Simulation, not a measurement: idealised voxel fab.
The following is a process module called voxel self aligned vias.
The cross-section shown here is cut; it is 285 nm wide and divided into square cells measuring 5 nm on a side.
Square cells in a grid make up a cross-section in this document, and the grid is given as bands, listed from the top down, each one or more rows of cells. Basically the band line says how high the top is and how high the bottom is, in nm, and then what's in it from left to right, every material with its width in nm. Empty space shows up as "air", and if a single material carries "everywhere" it runs the full band edge to edge. The level at which height equals 0 is the one under which the wafer, as it arrives, is entirely one material. No lower edge exists for the bottom band, which continues downward and is notated as in "0 down". So if you see something like "30..40" for the width, read it as the top row of the band sitting at the first number and the bottom row at the second, with every row in between moving by the same amount as the last. It should be understood that the words "no modifications", when stated for a given step, signify that the cross-section underwent no change in any of its cells during that step. Empty spaces counting at least 8 cells and having no open way to the top are listed in "Trapped void list". The notation width x height at distance is used for each, the distance being from the left edge and all three values in nm. What comes after the settings on a step's line is commentary from the simulator itself on that step. A step's line can hold "overlay nm"; with a mask on that step, the setting says how far right of the planned place the mask lay, while a negative setting says it lay to the left.
THE STEPS PLANNED FOR THE PROCESS ARE AS FOLLOWS
step 1: RECEIVE with material Si
step 2: CONFORMAL_DEP with material SiO2, thk nm 15
step 3: CONFORMAL_DEP with material SiCN, thk nm 5
step 4: DIRECTIONAL_DEP with material SiO2, thk nm 20
step 5: DIRECTIONAL_DEP with material aC, thk nm 15
step 6: PATTERN with tone open, mask id LINES, material resist, width nm 20, pitch nm 55, thk nm 30, overlay nm 0
step 7: DIRECTIONAL_ETCH with etch materials aC, depth nm 15
step 8: STRIP with etch materials resist
step 9: DIRECTIONAL_ETCH with etch materials SiO2, depth nm 20
step 10: STRIP with etch materials aC
step 11: CONFORMAL_DEP with material TiN, thk nm 5
step 12: FILL_DEP with material Ru, thk nm 5
step 13: CMP with height nm 40
step 14: SELECTIVE_ETCH with etch materials W Ru TiN, depth nm 10
step 15: FILL_DEP with material SiN, thk nm 10
step 16: CMP with height nm 40
step 17: DIRECTIONAL_DEP with material SiO2, thk nm 20
step 18: PATTERN with tone open, mask id VIAS, material resist, width nm 30, thk nm 15, overlay nm 0
step 19: DIRECTIONAL_ETCH with etch materials SiO2, depth nm 20
step 20: DIRECTIONAL_ETCH with etch materials SiN, depth nm 10
step 21: STRIP with etch materials resist
step 22: CONFORMAL_DEP with material TiN, thk nm 5
step 23: FILL_DEP with material Cu, thk nm 5
step 24: CMP with height nm 60
step 25: CONFORMAL_DEP with material SiCN, thk nm 5
AS-RECEIVED WAFER CROSS-SECTION (AFTER STEP 1)
  0 down | Si everywhere
  Trapped void list: none
END STATE OF THE MODULE IN CROSS-SECTION, GIVEN THE ABOVE STARTING POINT AND PLAN AND ONE MISTAKE IN EXECUTION
  65 to 60 | SiCN everywhere
  60 to 45 | SiO2 100 nm | TiN 5 nm | Cu 20 nm | TiN 5 nm | SiO2 155 nm
  45 to 40 | SiO2 100 nm | TiN 10 nm | Cu 10 nm | TiN 10 nm | SiO2 155 nm
  40 to 35 | SiO2 105 nm | TiN 5 nm | Cu 10 nm | TiN 5 nm | SiO2 35 nm | SiN 20 nm | SiO2 105 nm
  35 to 30 | SiO2 105 nm | TiN 20 nm | SiO2 35 nm | SiN 20 nm | SiO2 105 nm
  30 to 25 | SiO2 105 nm | TiN 5 nm | Ru 10 nm | TiN 5 nm | SiO2 35 nm | TiN 5 nm | Ru 10 nm | TiN 5 nm | SiO2 105 nm
  25 to 20 | SiO2 105 nm | TiN 20 nm | SiO2 35 nm | TiN 20 nm | SiO2 105 nm
  20 to 15 | Cu everywhere
  15 to 0 | SiO2 everywhere
  0 down | Si everywhere
  Trapped void list: none
Which mistake was made when the wafer was run? note that step 3 departed from the planned setting and was carried out as CONFORMAL_DEP with material Cu, thk nm 5
